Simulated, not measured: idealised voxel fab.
The following process module bears the name voxel capacitor over wiring.
Cross-section cut spans 145 nm and uses square cells 5 nm in size.
How to read a cross-section here: the picture is a grid of square cells, written as bands going from the top down, and any band can span one or more rows of cells. Quick guide to a band line: top height, bottom height (nm) up front; then every material left to right with its width in nm. Only one material and it's marked "everywhere"? Then it fills the band edge to edge. And "empty" just means empty space. We count height from 0. Below that, the starting wafer is all one material. The lowest band never ends at the bottom but goes on down; see "0..down" for how that is written. So if you see something like "30 to 40" for the width, read it as the top row of the band sitting at the first number and the bottom row at the second, with every row in between moving by the same amount as the last. Take "changes: none" at face value: in the step it is given for, the cross-section changed in none of its cells. Enclosed voids: empty space of 8 cells or more with no open way to the top, each as width x height at its distance from the left edge, in nm. If you see something after the settings on a step's line, that's the simulator's own remark about that step. "overlay nm" on a masked step: distance the mask lay right of its planned place, negative for left.

# Here's what the planned process steps look like
1. RECEIVE [material Si]
2. CONFORMAL_DEP [material SiO2] [thk nm 15]
3. CONFORMAL_DEP [material SiN] [thk nm 5]
4. DIRECTIONAL_DEP [material SiO2] [thk nm 15]
5. MASKED_ETCH [tone open] [mask id METAL_1] [width nm 25] [pitch nm 75] [etch materials SiO2] [depth nm 15] [overlay nm 0]
6. MASKED_ETCH [tone open] [mask id METAL_1] [width nm 25] [pitch nm 75] [etch materials SiN] [depth nm 5] [overlay nm 0]
7. CONFORMAL_DEP [material TiN] [thk nm 5]
8. FILL_DEP [material Ru] [thk nm 10]
9. CMP [height nm 35]
10. CONFORMAL_DEP [material SiCN] [thk nm 5]
11. DIRECTIONAL_DEP [material lowk] [thk nm 15]
12. PATTERN [tone open] [mask id PLUG_1] [material resist] [width nm 15] [thk nm 15] [overlay nm 0]
13. DIRECTIONAL_ETCH [etch materials lowk] [depth nm 15]
14. DIRECTIONAL_ETCH [etch materials SiCN] [depth nm 5]
15. STRIP [etch materials resist]
16. EPI [material Ru] [thk nm 10]
17. EPI [material Ru] [thk nm 10]
18. DIRECTIONAL_DEP [material TiN] [thk nm 5]
19. DIRECTIONAL_DEP [material HfO2] [thk nm 5]
20. DIRECTIONAL_DEP [material TiN] [thk nm 10]
21. DIRECTIONAL_DEP [material aC] [thk nm 15]
22. PATTERN [tone cover] [mask id UPPER_PLATE] [material resist] [width nm 55] [thk nm 30] [overlay nm 0]
23. DIRECTIONAL_ETCH [etch materials aC] [depth nm 15]
24. STRIP [etch materials resist]
25. DIRECTIONAL_ETCH [etch materials TiN] [depth nm 10]
26. DIRECTIONAL_ETCH [etch materials HfO2] [depth nm 5]
27. STRIP [etch materials aC]
28. MASKED_ETCH [tone cover] [mask id LOWER_PLATE] [width nm 65] [etch materials TiN] [depth nm 5] [overlay nm 0]
29. FILL_DEP [material SiO2] [thk nm 15]
30. CMP [height nm 85]
31. MASKED_ETCH [tone open] [mask id PLUG_2] [width nm 15] [etch materials SiO2] [depth nm 10] [overlay nm 0]
32. CONFORMAL_DEP [material TiN] [thk nm 5]
33. FILL_DEP [material W] [thk nm 5]
34. CMP [height nm 85]
35. CONFORMAL_DEP [material SiN] [thk nm 5]

# First of the two wafers, run per plan

# Step 1 complete: cross-section of the wafer as received
- 0..down | Si everywhere
- Enclosed voids: none

# Wafer section view after processing step 2
- 15..0 | SiO2 everywhere
- Beneath the level 0, the cross-section is identical to its previous state.

# Wafer section view after processing step 3
- 20..15 | SiN everywhere
- Beneath the level 15, the cross-section is identical to its previous state.

# Wafer section view after processing step 4
- 35..20 | SiO2 everywhere
- Beneath the level 20, the cross-section is identical to its previous state.

# Wafer section view after processing step 5
- 35..20 | SiO2 20; empty 25; SiO2 50; empty 25; SiO2 25
- Beneath the level 20, the cross-section is identical to its previous state.

# Wafer section view after processing step 6
- 35..20 | SiO2 20; empty 25; SiO2 50; empty 25; SiO2 25
- 20..15 | SiN 20; empty 25; SiN 50; empty 25; SiN 25
- Beneath the level 15, the cross-section is identical to its previous state.

# Wafer section view after processing step 7
- 40..35 | TiN 25; empty 15; TiN 60; empty 15; TiN 30
- 35..20 | SiO2 20; TiN 5; empty 15; TiN 5; SiO2 50; TiN 5; empty 15; TiN 5; SiO2 25
- 20..15 | SiN 20; TiN 25; SiN 50; TiN 25; SiN 25
- Beneath the level 15, the cross-section is identical to its previous state.

# Wafer section view after processing step 8
- 50..40 | Ru everywhere
- 40..35 | TiN 25; Ru 15; TiN 60; Ru 15; TiN 30
- 35..20 | SiO2 20; TiN 5; Ru 15; TiN 5; SiO2 50; TiN 5; Ru 15; TiN 5; SiO2 25
- Beneath the level 20, the cross-section is identical to its previous state.

# Wafer section view after processing step 9
- 35..20 | SiO2 20; TiN 5; Ru 15; TiN 5; SiO2 50; TiN 5; Ru 15; TiN 5; SiO2 25
- Beneath the level 20, the cross-section is identical to its previous state.

# Wafer section view after processing step 10
- 40..35 | SiCN everywhere
- Beneath the level 35, the cross-section is identical to its previous state.

# Wafer section view after processing step 11
- 55..40 | lowk everywhere
- Beneath the level 40, the cross-section is identical to its previous state.

# Wafer section view after processing step 12
- 70..55 | resist 30; empty 15; resist 100
- Beneath the level 55, the cross-section is identical to its previous state.

# Wafer section view after processing step 13
- 70..55 | resist 30; empty 15; resist 100
- 55..40 | lowk 30; empty 15; lowk 100
- Beneath the level 40, the cross-section is identical to its previous state.

# Wafer section view after processing step 14
- 70..55 | resist 30; empty 15; resist 100
- 55..40 | lowk 30; empty 15; lowk 100
- 40..35 | SiCN 30; empty 15; SiCN 100
- Beneath the level 35, the cross-section is identical to its previous state.

# Wafer section view after processing step 15
- 55..40 | lowk 30; empty 15; lowk 100
- Beneath the level 40, the cross-section is identical to its previous state.

# Wafer section view after processing step 16
- 55..45 | lowk 30; empty 15; lowk 100
- 45..40 | lowk 30; Ru 15; lowk 100
- 40..35 | SiCN 30; Ru 15; SiCN 100
- Beneath the level 35, the cross-section is identical to its previous state.

# Wafer section view after processing step 17
- 55..40 | lowk 30; Ru 15; lowk 100
- Beneath the level 40, the cross-section is identical to its previous state.

# Wafer section view after processing step 18
- 60..55 | TiN everywhere
- Beneath the level 55, the cross-section is identical to its previous state.

# Wafer section view after processing step 19
- 65..60 | HfO2 everywhere
- Beneath the level 60, the cross-section is identical to its previous state.

# Wafer section view after processing step 20
- 75..65 | TiN everywhere
- Beneath the level 65, the cross-section is identical to its previous state.

# Wafer section view after processing step 21
- 90..75 | aC everywhere
- Beneath the level 75, the cross-section is identical to its previous state.

# Wafer section view after processing step 22
- 120..90 | empty 30; resist 55; empty 60
- Beneath the level 90, the cross-section is identical to its previous state.

# Wafer section view after processing step 23
- 105..90 | empty 30; resist 55; empty 60
- 90..75 | empty 30; aC 55; empty 60
- Beneath the level 75, the cross-section is identical to its previous state.

# Wafer section view after processing step 24
- 90..75 | empty 30; aC 55; empty 60
- Beneath the level 75, the cross-section is identical to its previous state.

# Wafer section view after processing step 25
- 90..75 | empty 30; aC 55; empty 60
- 75..65 | empty 30; TiN 55; empty 60
- Beneath the level 65, the cross-section is identical to its previous state.

# Wafer section view after processing step 26
- 90..75 | empty 30; aC 55; empty 60
- 75..65 | empty 30; TiN 55; empty 60
- 65..60 | empty 30; HfO2 55; empty 60
- Beneath the level 60, the cross-section is identical to its previous state.

# Wafer section view after processing step 27
- 75..65 | empty 30; TiN 55; empty 60
- Beneath the level 65, the cross-section is identical to its previous state.

# Wafer section view after processing step 28
- 75..65 | empty 30; TiN 55; empty 60
- 65..60 | empty 30; HfO2 55; empty 60
- 60..55 | empty 25; TiN 65; empty 55
- Beneath the level 55, the cross-section is identical to its previous state.

# Wafer section view after processing step 29
- 90..75 | SiO2 everywhere
- 75..65 | SiO2 30; TiN 55; SiO2 60
- 65..60 | SiO2 30; HfO2 55; SiO2 60
- 60..55 | SiO2 25; TiN 65; SiO2 55
- Beneath the level 55, the cross-section is identical to its previous state.

# Wafer section view after processing step 30
- 85..75 | SiO2 everywhere
- Beneath the level 75, the cross-section is identical to its previous state.

# Wafer section view after processing step 31
- 85..75 | SiO2 40; empty 15; SiO2 90
- Beneath the level 75, the cross-section is identical to its previous state.

# Wafer section view after processing step 32
- 90..85 | TiN 45; empty 5; TiN 95
- 85..80 | SiO2 40; TiN 5; empty 5; TiN 5; SiO2 90
- 80..75 | SiO2 40; TiN 15; SiO2 90
- Beneath the level 75, the cross-section is identical to its previous state.

# Wafer section view after processing step 33
- 95..90 | W everywhere
- 90..85 | TiN 45; W 5; TiN 95
- 85..80 | SiO2 40; TiN 5; W 5; TiN 5; SiO2 90
- Beneath the level 80, the cross-section is identical to its previous state.

# Wafer section view after processing step 34
- 85..80 | SiO2 40; TiN 5; W 5; TiN 5; SiO2 90
- Beneath the level 80, the cross-section is identical to its previous state.

# Wafer section view after processing step 35
- 90..85 | SiN everywhere
- Beneath the level 85, the cross-section is identical to its previous state.

# What follows concerns the second wafer, which started out like the first and was meant to follow the very same plan; one mistake crept in when it was run, but everything up to and including step 11 is the same as for the first wafer

# Second wafer, cut view, end of step 12 per plan
- 70..55 | empty 30; resist 15; empty 100
- Beneath the level 55, the cross-section is identical to its previous state.

# Second wafer, cut view, end of step 13 per plan
- 70..55 | empty 30; resist 15; empty 100
- 55..40 | empty 30; lowk 15; empty 100
- Beneath the level 40, the cross-section is identical to its previous state.

# Second wafer, cut view, end of step 14 per plan
- 70..55 | empty 30; resist 15; empty 100
- 55..40 | empty 30; lowk 15; empty 100
- 40..35 | empty 30; SiCN 15; empty 100
- Beneath the level 35, the cross-section is identical to its previous state.

# Second wafer, cut view, end of step 15 per plan
- 55..40 | empty 30; lowk 15; empty 100
- Beneath the level 40, the cross-section is identical to its previous state.

# Second wafer, cut view, end of step 16 per plan
- 55..45 | empty 30; lowk 15; empty 100
- 45..40 | empty 10; Ru 20; lowk 15; empty 40; Ru 45; empty 15
- 40..35 | empty 10; Ru 20; SiCN 15; empty 40; Ru 45; empty 15
- Beneath the level 35, the cross-section is identical to its previous state.

# Second wafer, cut view, end of step 17 per plan
- 55..40 | Ru 30; lowk 15; empty 30; Ru 65; empty 5
- 40..35 | Ru 30; SiCN 15; empty 30; Ru 65; empty 5
- Beneath the level 35, the cross-section is identical to its previous state.

# Second wafer, cut view, end of step 18 per plan
- 60..55 | TiN 45; empty 30; TiN 65; empty 5
- 55..40 | Ru 30; lowk 15; empty 30; Ru 65; empty 5
- 40..35 | Ru 30; SiCN 15; TiN 30; Ru 65; TiN 5
- Beneath the level 35, the cross-section is identical to its previous state.

# Second wafer, cut view, end of step 19 per plan
- 65..60 | HfO2 45; empty 30; HfO2 65; empty 5
- 60..55 | TiN 45; empty 30; TiN 65; empty 5
- 55..45 | Ru 30; lowk 15; empty 30; Ru 65; empty 5
- 45..40 | Ru 30; lowk 15; HfO2 30; Ru 65; HfO2 5
- Beneath the level 40, the cross-section is identical to its previous state.

# Second wafer, cut view, end of step 20 per plan
- 75..65 | TiN 45; empty 30; TiN 65; empty 5
- 65..60 | HfO2 45; empty 30; HfO2 65; empty 5
- 60..55 | TiN 45; empty 30; TiN 65; empty 5
- 55..45 | Ru 30; lowk 15; TiN 30; Ru 65; TiN 5
- Beneath the level 45, the cross-section is identical to its previous state.

# Second wafer, cut view, end of step 21 per plan
- 90..75 | aC 45; empty 30; aC 65; empty 5
- 75..70 | TiN 45; empty 30; TiN 65; empty 5
- 70..65 | TiN 45; aC 30; TiN 65; aC 5
- 65..60 | HfO2 45; aC 30; HfO2 65; aC 5
- 60..55 | TiN 45; aC 30; TiN 65; aC 5
- Beneath the level 55, the cross-section is identical to its previous state.

# Second wafer, cut view, end of step 22 per plan
- 120..90 | empty 30; resist 55; empty 60
- 90..75 | aC 45; resist 30; aC 65; empty 5
- 75..70 | TiN 45; resist 30; TiN 65; empty 5
- Beneath the level 70, the cross-section is identical to its previous state.

# Second wafer, cut view, end of step 23 per plan
- 105..90 | empty 30; resist 55; empty 60
- 90..75 | empty 30; aC 15; resist 30; aC 10; empty 60
- 75..70 | TiN 45; resist 30; TiN 65; empty 5
- 70..65 | TiN 45; aC 30; TiN 65; empty 5
- 65..60 | HfO2 45; aC 30; HfO2 65; empty 5
- 60..55 | TiN 45; aC 30; TiN 65; empty 5
- Beneath the level 55, the cross-section is identical to its previous state.

# Second wafer, cut view, end of step 24 per plan
- 90..75 | empty 30; aC 15; empty 30; aC 10; empty 60
- 75..70 | TiN 45; empty 30; TiN 65; empty 5
- Beneath the level 70, the cross-section is identical to its previous state.

# Second wafer, cut view, end of step 25 per plan
- 90..75 | empty 30; aC 15; empty 30; aC 10; empty 60
- 75..70 | empty 30; TiN 15; empty 30; TiN 10; empty 60
- 70..65 | empty 30; TiN 15; aC 30; TiN 10; empty 60
- 65..60 | HfO2 45; aC 30; HfO2 65; empty 5
- 60..55 | TiN 45; aC 30; TiN 65; empty 5
- 55..45 | Ru 30; lowk 15; TiN 30; Ru 65; empty 5
- Beneath the level 45, the cross-section is identical to its previous state.

# Second wafer, cut view, end of step 26 per plan
- 90..75 | empty 30; aC 15; empty 30; aC 10; empty 60
- 75..70 | empty 30; TiN 15; empty 30; TiN 10; empty 60
- 70..65 | empty 30; TiN 15; aC 30; TiN 10; empty 60
- 65..60 | empty 30; HfO2 15; aC 30; HfO2 10; empty 60
- 60..55 | TiN 45; aC 30; TiN 65; empty 5
- 55..45 | Ru 30; lowk 15; TiN 30; Ru 65; empty 5
- 45..40 | Ru 30; lowk 15; HfO2 30; Ru 65; empty 5
- Beneath the level 40, the cross-section is identical to its previous state.

# Second wafer, cut view, end of step 27 per plan
- 75..65 | empty 30; TiN 15; empty 30; TiN 10; empty 60
- 65..60 | empty 30; HfO2 15; empty 30; HfO2 10; empty 60
- 60..55 | TiN 45; empty 30; TiN 65; empty 5
- Beneath the level 55, the cross-section is identical to its previous state.

# Second wafer, cut view, end of step 28 per plan
- 75..65 | empty 30; TiN 15; empty 30; TiN 10; empty 60
- 65..60 | empty 30; HfO2 15; empty 30; HfO2 10; empty 60
- 60..55 | empty 25; TiN 20; empty 30; TiN 15; empty 55
- 55..45 | Ru 30; lowk 15; TiN 30; Ru 65; empty 5
- 45..40 | Ru 30; lowk 15; HfO2 30; Ru 65; empty 5
- 40..35 | Ru 30; SiCN 15; TiN 30; Ru 65; empty 5
- Beneath the level 35, the cross-section is identical to its previous state.

# Second wafer, cut view, end of step 29 per plan
- 90..75 | SiO2 everywhere
- 75..65 | SiO2 30; TiN 15; SiO2 30; TiN 10; SiO2 60
- 65..60 | SiO2 30; HfO2 15; SiO2 30; HfO2 10; SiO2 60
- 60..55 | SiO2 25; TiN 20; SiO2 30; TiN 15; SiO2 55
- 55..45 | Ru 30; lowk 15; TiN 30; Ru 65; SiO2 5
- 45..40 | Ru 30; lowk 15; HfO2 30; Ru 65; SiO2 5
- 40..35 | Ru 30; SiCN 15; TiN 30; Ru 65; SiO2 5
- Beneath the level 35, the cross-section is identical to its previous state.

# Second wafer, cut view, end of step 30 per plan
- 85..75 | SiO2 everywhere
- Beneath the level 75, the cross-section is identical to its previous state.

# Second wafer, cut view, end of step 31 per plan
- 85..75 | SiO2 40; empty 15; SiO2 90
- Beneath the level 75, the cross-section is identical to its previous state.

# Second wafer, cut view, end of step 32 per plan
- 90..85 | TiN 45; empty 5; TiN 95
- 85..80 | SiO2 40; TiN 5; empty 5; TiN 5; SiO2 90
- 80..75 | SiO2 40; TiN 15; SiO2 90
- Beneath the level 75, the cross-section is identical to its previous state.

# Second wafer, cut view, end of step 33 per plan
- 95..90 | W everywhere
- 90..85 | TiN 45; W 5; TiN 95
- 85..80 | SiO2 40; TiN 5; W 5; TiN 5; SiO2 90
- Beneath the level 80, the cross-section is identical to its previous state.

# Second wafer, cut view, end of step 34 per plan
- 85..80 | SiO2 40; TiN 5; W 5; TiN 5; SiO2 90
- Beneath the level 80, the cross-section is identical to its previous state.

# Second wafer, cut view, end of step 35 per plan
- 90..85 | SiN everywhere
- Beneath the level 85, the cross-section is identical to its previous state.
Heads up, the wafer didn't run the way we planned it: not per plan at step 12, really ran PATTERN [tone cover] [mask id PLUG_1] [material resist] [width nm 15] [thk nm 15] [overlay nm 0]
Wrapping up, a cell-based count of both wafers puts the second over or under the first for these materials: +64 Ru, -23 SiCN, +28 SiO2, -69 lowk
